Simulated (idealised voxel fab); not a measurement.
Process module in this document: voxel self aligned contacts
Square cells of 5 nm make up the cross-section cut, whose width is 155 nm.
Reading order for cross-sections: top band down to bottom band. Underlying form: a grid of square cells. Band size: one or more rows of cells.
In this notation a band is specified by the heights of its top and bottom, in that order and in nm, after which its materials appear from left to right, each paired with its width in nm. The word "throughout" attached to a single material means that material fills the band from edge to edge; the word "empty" stands for empty space.
Beneath 0, the wafer as received is one material, and that level is where height counting begins. The lowest band goes on downward without a bottom; it is written like "0 and below".
You'd read "30 to 40" like this: the band's top row of cells is as wide as the first number, its bottom row is as wide as the second, and going down, every row changes width by the same amount as the row before did.
You'll sometimes find "nothing changed" written for a step, and that's the way of saying that nowhere in the cross-section did a cell change during that step.
Reported under the label "Fully sealed voids" are the empty spaces having no open way to the top and comprising 8 cells or more; the notation for each is width x height at distance, in which the distance is measured from the left edge and all three values are in nm.
Read whatever lies past the settings on a step's line as the simulator's own remark about the step.
The setting "overlay nm" may be written on the line of a step. When the step uses a mask, the value reports how far to the right of the planned place the mask lay, and a negative value reports that it lay to the left.

Steps planned for the process:
- 1: RECEIVE with material Si
- 2: CONFORMAL_DEP with material SiO2, thk nm 5
- 3: DIRECTIONAL_DEP with material polySi, thk nm 20
- 4: DIRECTIONAL_DEP with material SiN, thk nm 15
- 5: PATTERN with tone cover, mask id GATE, material resist, width nm 30, pitch nm 55, thk nm 20, overlay nm 0
- 6: DIRECTIONAL_ETCH with etch materials SiN, depth nm 15
- 7: DIRECTIONAL_ETCH with etch materials polySi, depth nm 20
- 8: STRIP with etch materials resist
- 9: CONFORMAL_DEP with material SiN, thk nm 5
- 10: DIRECTIONAL_ETCH with etch materials SiN, depth nm 5
- 11: FILL_DEP with material SiO2, thk nm 10
- 12: CMP with height nm 45
- 13: DIRECTIONAL_DEP with material aC, thk nm 10
- 14: PATTERN with tone open, mask id CONTACT, material resist, width nm 35, thk nm 30, overlay nm 0
- 15: DIRECTIONAL_ETCH with etch materials aC, depth nm 10
- 16: STRIP with etch materials resist
- 17: DIRECTIONAL_ETCH with etch materials SiO2, depth nm 45
- 18: STRIP with etch materials aC
- 19: CONFORMAL_DEP with material TiN, thk nm 5
- 20: FILL_DEP with material W, thk nm 10
- 21: CMP with height nm 45
- 22: CONFORMAL_DEP with material SiCN, thk nm 5

Run as planned: first of two wafers:

Here's what the wafer looked like in cross-section when it arrived - that's after step 1:
    0 and below = Si throughout
    Fully sealed voids: none

Cross-section: wafer state after step 2:
    5 down to 0 = SiO2 throughout
    Nothing below the height 0 has changed.

Cross-section: wafer state after step 3:
    25 down to 5 = polySi throughout
    Nothing below the height 5 has changed.

Cross-section: wafer state after step 4:
    40 down to 25 = SiN throughout
    Nothing below the height 25 has changed.

Cross-section: wafer state after step 5:
    60 down to 40 = empty: 35 | resist: 30 | empty: 25 | resist: 30 | empty: 35
    Nothing below the height 40 has changed.

Cross-section: wafer state after step 6:
    60 down to 40 = empty: 35 | resist: 30 | empty: 25 | resist: 30 | empty: 35
    40 down to 25 = empty: 35 | SiN: 30 | empty: 25 | SiN: 30 | empty: 35
    Nothing below the height 25 has changed.

Cross-section: wafer state after step 7:
    60 down to 40 = empty: 35 | resist: 30 | empty: 25 | resist: 30 | empty: 35
    40 down to 25 = empty: 35 | SiN: 30 | empty: 25 | SiN: 30 | empty: 35
    25 down to 5 = empty: 35 | polySi: 30 | empty: 25 | polySi: 30 | empty: 35
    Nothing below the height 5 has changed.

Cross-section: wafer state after step 8:
    40 down to 25 = empty: 35 | SiN: 30 | empty: 25 | SiN: 30 | empty: 35
    Nothing below the height 25 has changed.

Cross-section: wafer state after step 9:
    45 down to 25 = empty: 30 | SiN: 40 | empty: 15 | SiN: 40 | empty: 30
    25 down to 10 = empty: 30 | SiN: 5 | polySi: 30 | SiN: 5 | empty: 15 | SiN: 5 | polySi: 30 | SiN: 5 | empty: 30
    10 down to 5 = SiN: 35 | polySi: 30 | SiN: 25 | polySi: 30 | SiN: 35
    Nothing below the height 5 has changed.

Cross-section: wafer state after step 10:
    40 down to 25 = empty: 30 | SiN: 40 | empty: 15 | SiN: 40 | empty: 30
    25 down to 5 = empty: 30 | SiN: 5 | polySi: 30 | SiN: 5 | empty: 15 | SiN: 5 | polySi: 30 | SiN: 5 | empty: 30
    Nothing below the height 5 has changed.

Cross-section: wafer state after step 11:
    50 down to 40 = SiO2 throughout
    40 down to 25 = SiO2: 30 | SiN: 40 | SiO2: 15 | SiN: 40 | SiO2: 30
    25 down to 5 = SiO2: 30 | SiN: 5 | polySi: 30 | SiN: 5 | SiO2: 15 | SiN: 5 | polySi: 30 | SiN: 5 | SiO2: 30
    Nothing below the height 5 has changed.

Cross-section: wafer state after step 12:
    45 down to 40 = SiO2 throughout
    Nothing below the height 40 has changed.

Cross-section: wafer state after step 13:
    55 down to 45 = aC throughout
    Nothing below the height 45 has changed.

Cross-section: wafer state after step 14:
    85 down to 55 = resist: 60 | empty: 35 | resist: 60
    Nothing below the height 55 has changed.

Cross-section: wafer state after step 15:
    75 down to 55 = resist: 60 | empty: 35 | resist: 60
    55 down to 45 = aC: 60 | empty: 35 | aC: 60
    Nothing below the height 45 has changed.

Cross-section: wafer state after step 16:
    55 down to 45 = aC: 60 | empty: 35 | aC: 60
    Nothing below the height 45 has changed.

Cross-section: wafer state after step 17:
    55 down to 45 = aC: 60 | empty: 35 | aC: 60
    45 down to 40 = SiO2: 60 | empty: 35 | SiO2: 60
    40 down to 25 = SiO2: 30 | SiN: 40 | empty: 15 | SiN: 40 | SiO2: 30
    25 down to 5 = SiO2: 30 | SiN: 5 | polySi: 30 | SiN: 5 | empty: 15 | SiN: 5 | polySi: 30 | SiN: 5 | SiO2: 30
    5 down to 0 = SiO2: 70 | empty: 15 | SiO2: 70
    Nothing below the height 0 has changed.

Cross-section: wafer state after step 18:
    45 down to 40 = SiO2: 60 | empty: 35 | SiO2: 60
    Nothing below the height 40 has changed.

Cross-section: wafer state after step 19:
    50 down to 45 = TiN: 65 | empty: 25 | TiN: 65
    45 down to 40 = SiO2: 60 | TiN: 15 | empty: 5 | TiN: 15 | SiO2: 60
    40 down to 25 = SiO2: 30 | SiN: 40 | TiN: 5 | empty: 5 | TiN: 5 | SiN: 40 | SiO2: 30
    25 down to 5 = SiO2: 30 | SiN: 5 | polySi: 30 | SiN: 5 | TiN: 5 | empty: 5 | TiN: 5 | SiN: 5 | polySi: 30 | SiN: 5 | SiO2: 30
    5 down to 0 = SiO2: 70 | TiN: 15 | SiO2: 70
    Nothing below the height 0 has changed.

Cross-section: wafer state after step 20:
    60 down to 50 = W throughout
    50 down to 45 = TiN: 65 | W: 25 | TiN: 65
    45 down to 40 = SiO2: 60 | TiN: 15 | W: 5 | TiN: 15 | SiO2: 60
    40 down to 25 = SiO2: 30 | SiN: 40 | TiN: 5 | W: 5 | TiN: 5 | SiN: 40 | SiO2: 30
    25 down to 5 = SiO2: 30 | SiN: 5 | polySi: 30 | SiN: 5 | TiN: 5 | W: 5 | TiN: 5 | SiN: 5 | polySi: 30 | SiN: 5 | SiO2: 30
    Nothing below the height 5 has changed.

Cross-section: wafer state after step 21:
    45 down to 40 = SiO2: 60 | TiN: 15 | W: 5 | TiN: 15 | SiO2: 60
    Nothing below the height 40 has changed.

Cross-section: wafer state after step 22:
    50 down to 45 = SiCN throughout
    Nothing below the height 45 has changed.

Now the other wafer: same start, same recipe, but we messed up one thing when running it. Up to and including step 2 it's the same as the first one:

Second wafer profile in section, at the moment step 3 of the plan was meant to be complete:
    20 down to 5 = polySi throughout
    Nothing below the height 5 has changed.

Second wafer profile in section, at the moment step 4 of the plan was meant to be complete:
    35 down to 20 = SiN throughout
    Nothing below the height 20 has changed.

Second wafer profile in section, at the moment step 5 of the plan was meant to be complete:
    55 down to 35 = empty: 35 | resist: 30 | empty: 25 | resist: 30 | empty: 35
    Nothing below the height 35 has changed.

Second wafer profile in section, at the moment step 6 of the plan was meant to be complete:
    55 down to 35 = empty: 35 | resist: 30 | empty: 25 | resist: 30 | empty: 35
    35 down to 20 = empty: 35 | SiN: 30 | empty: 25 | SiN: 30 | empty: 35
    Nothing below the height 20 has changed.

Second wafer profile in section, at the moment step 7 of the plan was meant to be complete:
    55 down to 35 = empty: 35 | resist: 30 | empty: 25 | resist: 30 | empty: 35
    35 down to 20 = empty: 35 | SiN: 30 | empty: 25 | SiN: 30 | empty: 35
    20 down to 5 = empty: 35 | polySi: 30 | empty: 25 | polySi: 30 | empty: 35
    Nothing below the height 5 has changed.

Second wafer profile in section, at the moment step 8 of the plan was meant to be complete:
    35 down to 20 = empty: 35 | SiN: 30 | empty: 25 | SiN: 30 | empty: 35
    Nothing below the height 20 has changed.

Second wafer profile in section, at the moment step 9 of the plan was meant to be complete:
    40 down to 20 = empty: 30 | SiN: 40 | empty: 15 | SiN: 40 | empty: 30
    20 down to 10 = empty: 30 | SiN: 5 | polySi: 30 | SiN: 5 | empty: 15 | SiN: 5 | polySi: 30 | SiN: 5 | empty: 30
    10 down to 5 = SiN: 35 | polySi: 30 | SiN: 25 | polySi: 30 | SiN: 35
    Nothing below the height 5 has changed.

Second wafer profile in section, at the moment step 10 of the plan was meant to be complete:
    35 down to 20 = empty: 30 | SiN: 40 | empty: 15 | SiN: 40 | empty: 30
    20 down to 5 = empty: 30 | SiN: 5 | polySi: 30 | SiN: 5 | empty: 15 | SiN: 5 | polySi: 30 | SiN: 5 | empty: 30
    Nothing below the height 5 has changed.

Second wafer profile in section, at the moment step 11 of the plan was meant to be complete:
    45 down to 35 = SiO2 throughout
    35 down to 20 = SiO2: 30 | SiN: 40 | SiO2: 15 | SiN: 40 | SiO2: 30
    20 down to 5 = SiO2: 30 | SiN: 5 | polySi: 30 | SiN: 5 | SiO2: 15 | SiN: 5 | polySi: 30 | SiN: 5 | SiO2: 30
    Nothing below the height 5 has changed.

Second wafer profile in section, at the moment step 12 of the plan was meant to be complete: nothing changed

Second wafer profile in section, at the moment step 13 of the plan was meant to be complete:
    55 down to 45 = aC throughout
    Nothing below the height 45 has changed.

Second wafer profile in section, at the moment step 14 of the plan was meant to be complete:
    85 down to 55 = resist: 60 | empty: 35 | resist: 60
    Nothing below the height 55 has changed.

Second wafer profile in section, at the moment step 15 of the plan was meant to be complete:
    75 down to 55 = resist: 60 | empty: 35 | resist: 60
    55 down to 45 = aC: 60 | empty: 35 | aC: 60
    Nothing below the height 45 has changed.

Second wafer profile in section, at the moment step 16 of the plan was meant to be complete:
    55 down to 45 = aC: 60 | empty: 35 | aC: 60
    Nothing below the height 45 has changed.

Second wafer profile in section, at the moment step 17 of the plan was meant to be complete:
    55 down to 45 = aC: 60 | empty: 35 | aC: 60
    45 down to 35 = SiO2: 60 | empty: 35 | SiO2: 60
    35 down to 20 = SiO2: 30 | SiN: 40 | empty: 15 | SiN: 40 | SiO2: 30
    20 down to 5 = SiO2: 30 | SiN: 5 | polySi: 30 | SiN: 5 | empty: 15 | SiN: 5 | polySi: 30 | SiN: 5 | SiO2: 30
    5 down to 0 = SiO2: 70 | empty: 15 | SiO2: 70
    Nothing below the height 0 has changed.

Second wafer profile in section, at the moment step 18 of the plan was meant to be complete:
    45 down to 35 = SiO2: 60 | empty: 35 | SiO2: 60
    Nothing below the height 35 has changed.

Second wafer profile in section, at the moment step 19 of the plan was meant to be complete:
    50 down to 45 = TiN: 65 | empty: 25 | TiN: 65
    45 down to 35 = SiO2: 60 | TiN: 5 to 15 | empty: 25 to 5 | TiN: 5 to 15 | SiO2: 60
    35 down to 20 = SiO2: 30 | SiN: 40 | TiN: 5 | empty: 5 | TiN: 5 | SiN: 40 | SiO2: 30
    20 down to 5 = SiO2: 30 | SiN: 5 | polySi: 30 | SiN: 5 | TiN: 5 | empty: 5 | TiN: 5 | SiN: 5 | polySi: 30 | SiN: 5 | SiO2: 30
    5 down to 0 = SiO2: 70 | TiN: 15 | SiO2: 70
    Nothing below the height 0 has changed.

Second wafer profile in section, at the moment step 20 of the plan was meant to be complete:
    60 down to 50 = W throughout
    50 down to 45 = TiN: 65 | W: 25 | TiN: 65
    45 down to 35 = SiO2: 60 | TiN: 5 to 15 | W: 25 to 5 | TiN: 5 to 15 | SiO2: 60
    35 down to 20 = SiO2: 30 | SiN: 40 | TiN: 5 | W: 5 | TiN: 5 | SiN: 40 | SiO2: 30
    20 down to 5 = SiO2: 30 | SiN: 5 | polySi: 30 | SiN: 5 | TiN: 5 | W: 5 | TiN: 5 | SiN: 5 | polySi: 30 | SiN: 5 | SiO2: 30
    Nothing below the height 5 has changed.

Second wafer profile in section, at the moment step 21 of the plan was meant to be complete:
    45 down to 35 = SiO2: 60 | TiN: 5 to 15 | W: 25 to 5 | TiN: 5 to 15 | SiO2: 60
    Nothing below the height 35 has changed.

Second wafer profile in section, at the moment step 22 of the plan was meant to be complete:
    50 down to 45 = SiCN throughout
    Nothing below the height 45 has changed.
The mistake made against the process plan was this: step 3 deviated from plan and actually ran as DIRECTIONAL_DEP with material polySi, thk nm 15
Final cells, second wafer relative to first, materials higher or lower: 4 fewer of SiN; 12 more of SiO2; 4 more of W; 12 fewer of polySi
